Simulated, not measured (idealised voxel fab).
Process module name: voxel capacitor over wiring
The cross-section on display is named cut; it measures 205 nm wide, and its cells are 5 nm squares.
The cross-sections in this document take the form of a grid made of square cells. They are written out as bands, in order from top to bottom. Each band consists of one or more rows of cells. Each band's line starts with the height of the band's top and of its bottom, in nm. Then come its materials from left to right, each with its width in nm. One material with "all across" fills the band from edge to edge. "blank" is empty space. Basically, 0 is our baseline, since under it the wafer straight out of the box is all one material. The bottom band has no lower end and keeps on going down, so it looks like "z 0 and below". It should be noted that a width expressed as "30..40" varies in equal increments from row to row of cells within the band, taking the value of the first number at the top row and that of the second number at the bottom row. It should be understood that the words "no modifications", when stated for a given step, signify that the cross-section underwent no change in any of its cells during that step. Look at "Fully closed voids" for the closed voids: empty spaces with no open path to the top, sized 8 cells or up. Each is width x height at distance, distance from the left edge, all nm. The remark found on a step's line after its settings is issued by the simulator itself and pertains to that step. "overlay nm" denotes, for a step that has a mask, the displacement of the mask to the right of its planned place, with negative values corresponding to the left.

## The planned process steps are enumerated hereunder
1) RECEIVE, material Si
2) CONFORMAL_DEP, material SiO2, thk nm 10
3) DIRECTIONAL_DEP, material TiN, thk nm 5
4) DIRECTIONAL_DEP, material Ru, thk nm 20
5) MASKED_ETCH, tone cover, mask id METAL_1, width nm 25, pitch nm 90, etch materials Ru, depth nm 20, overlay nm 0
6) MASKED_ETCH, tone cover, mask id METAL_1, width nm 25, pitch nm 90, etch materials TiN, depth nm 5, overlay nm 0
7) CONFORMAL_DEP, material SiN, thk nm 5
8) FILL_DEP, material SiO2, thk nm 10
9) CMP, height nm 35
10) CONFORMAL_DEP, material SiCN, thk nm 5
11) DIRECTIONAL_DEP, material lowk, thk nm 20
12) DIRECTIONAL_DEP, material aC, thk nm 10
13) PATTERN, tone open, mask id PLUG_1, material resist, width nm 15, thk nm 30, overlay nm 0
14) DIRECTIONAL_ETCH, etch materials aC, depth nm 10
15) STRIP, etch materials resist
16) DIRECTIONAL_ETCH, etch materials lowk, depth nm 20
17) DIRECTIONAL_ETCH, etch materials SiCN, depth nm 5
18) STRIP, etch materials aC
19) EPI, material Ru, thk nm 10
20) EPI, material Ru, thk nm 10
21) EPI, material Ru, thk nm 5
22) DIRECTIONAL_DEP, material TiN, thk nm 10
23) DIRECTIONAL_DEP, material SiN, thk nm 5
24) DIRECTIONAL_DEP, material TiN, thk nm 5
25) PATTERN, tone cover, mask id UPPER_PLATE, material resist, width nm 70, thk nm 15, overlay nm 0
26) DIRECTIONAL_ETCH, etch materials TiN, depth nm 5
27) DIRECTIONAL_ETCH, etch materials SiN, depth nm 5
28) STRIP, etch materials resist
29) DIRECTIONAL_DEP, material aC, thk nm 15
30) PATTERN, tone cover, mask id LOWER_PLATE, material resist, width nm 80, thk nm 30, overlay nm 0
31) DIRECTIONAL_ETCH, etch materials aC, depth nm 15
32) STRIP, etch materials resist
33) DIRECTIONAL_ETCH, etch materials TiN, depth nm 10
34) STRIP, etch materials aC
35) FILL_DEP, material SiO2, thk nm 20
36) CMP, height nm 95
37) MASKED_ETCH, tone open, mask id PLUG_2, width nm 15, etch materials SiO2, depth nm 15, overlay nm 0
38) CONFORMAL_DEP, material TiN, thk nm 5
39) FILL_DEP, material W, thk nm 10
40) CMP, height nm 95
41) CONFORMAL_DEP, material SiN, thk nm 5

## as received, after step 1
- z 0 and below: Si all across
- Fully closed voids: none

## Here's the cross-section of the first of our two wafers at the end of the module - it ran as planned
- z 100 to 95: SiN all across
- z 95 to 85: SiO2 65  TiN 5  W 5  TiN 5  SiO2 125
- z 85 to 75: SiO2 65..55  TiN 15..70  SiO2 125..80
- z 75 to 70: SiO2 55  SiN 70  SiO2 80
- z 70 to 60: SiO2 50  TiN 80  SiO2 75
- z 60 to 40: lowk 55  Ru 15  lowk 135
- z 40 to 35: SiCN 55  Ru 15  SiCN 135
- z 35 to 15: SiO2 40  SiN 5  Ru 25  SiN 5  SiO2 55  SiN 5  Ru 25  SiN 5  SiO2 40
- z 15 to 10: SiN 45  TiN 25  SiN 65  TiN 25  SiN 45
- z 10 to 0: SiO2 all across
- z 0 and below: Si all across
- Fully closed voids: none

## Here's the second of our two wafers sectioned at module end. Same start as the first, same plan, but one mistake got made running it
- z 100 to 95: SiN all across
- z 95 to 85: SiO2 65  TiN 5  W 5  TiN 5  SiO2 125
- z 85 to 80: SiO2 65  TiN 15  SiO2 125
- z 80 to 75: SiO2 all across
- z 75 to 70: SiO2 55  TiN 70  SiO2 80
- z 70 to 60: SiO2 50  TiN 80  SiO2 75
- z 60 to 40: lowk 55  Ru 15  lowk 135
- z 40 to 35: SiCN 55  Ru 15  SiCN 135
- z 35 to 15: SiO2 40  SiN 5  Ru 25  SiN 5  SiO2 55  SiN 5  Ru 25  SiN 5  SiO2 40
- z 15 to 10: SiN 45  TiN 25  SiN 65  TiN 25  SiN 45
- z 10 to 0: SiO2 all across
- z 0 and below: Si all across
- Fully closed voids: none
Error vs. plan: step 23 was dropped from the plan's execution and never run
End check, counted in cells, second wafer has more or fewer of these materials than the first: 14 fewer of SiN | 14 more of SiO2
